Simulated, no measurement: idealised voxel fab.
The following process module bears the name voxel fin reveal.
230 nm wide, 5 nm square cells: that's cross-section cut.
A cross-section is a grid of square cells, given in bands from the top down. A band is one or more rows of cells. Read a band's entry like this: the first values are the height of its top and the height of its bottom in nm, and what follows is the sequence of materials from left to right, each with its width in nm. Note that "air" is empty space, and that a single material marked "all across" reaches across the band from edge to edge. We count height from 0. Below that, the starting wafer is all one material. The lowest band never ends at the bottom but goes on down; see "top 0, no bottom" for how that is written. Note: "30->40" means the width goes from the first number (top row of the band) to the second number (bottom row) in equal steps per row of cells. "no modifications" means the step left every cell of the cross-section as it was. If an empty space has no open way to the top and is at least 8 cells in size, "Trapped void list" lists it, written width x height at distance, where distance is measured from the left edge and every value is in nm. Formally, on a step line, whatever follows the settings is a remark that the simulator itself makes on the step. The "overlay nm" setting may appear on a step's line; for a step that uses a mask, it gives how far to the right of its planned position the mask lay, and a negative value indicates the left.

[Process steps foreseen in the plan]
1. RECEIVE: material Si
2. CONFORMAL_DEP: material SiN, thk nm 5
3. DIRECTIONAL_DEP: material aC, thk nm 5
4. PATTERN: tone cover, mask id FINS, material resist, width nm 15, pitch nm 35, thk nm 35, overlay nm 0
5. DIRECTIONAL_ETCH: etch materials aC, depth nm 15
6. STRIP: etch materials resist
7. DIRECTIONAL_ETCH: etch materials SiN, depth nm 5
8. DIRECTIONAL_ETCH: etch materials Si, depth nm 30
9. STRIP: etch materials aC
10. FILL_DEP: material SiO2, thk nm 10
11. CMP: height nm 5
12. SELECTIVE_ETCH: etch materials SiO2, depth nm 25
13. STRIP: etch materials SiN
14. CONFORMAL_DEP: material HfO2, thk nm 5
Heads up: all these wafers start the same, and what changes between them is the thk nm in step 3. The value you see in the plan is just what the first wafer got.

[Cross-section of the first of several wafers as received (after step 1)]
top 0, no bottom = Si all across
Trapped void list: none

[Rows = wafers. At module end, each row lists per material the cells gained (+) or lost (-) since the wafer was received, then the closed voids]
thk nm 5 | +70 HfO2 | -222 Si | +74 SiO2 | Trapped void list: none
thk nm 10 | +70 HfO2 | -222 Si | +74 SiO2 | Trapped void list: none
thk nm 15 | +70 HfO2 | -222 Si | +74 SiO2 | Trapped void list: none
thk nm 20 | +46 HfO2 | Trapped void list: none
thk nm 25 | +46 HfO2 | Trapped void list: none
thk nm 30 | +46 HfO2 | Trapped void list: none
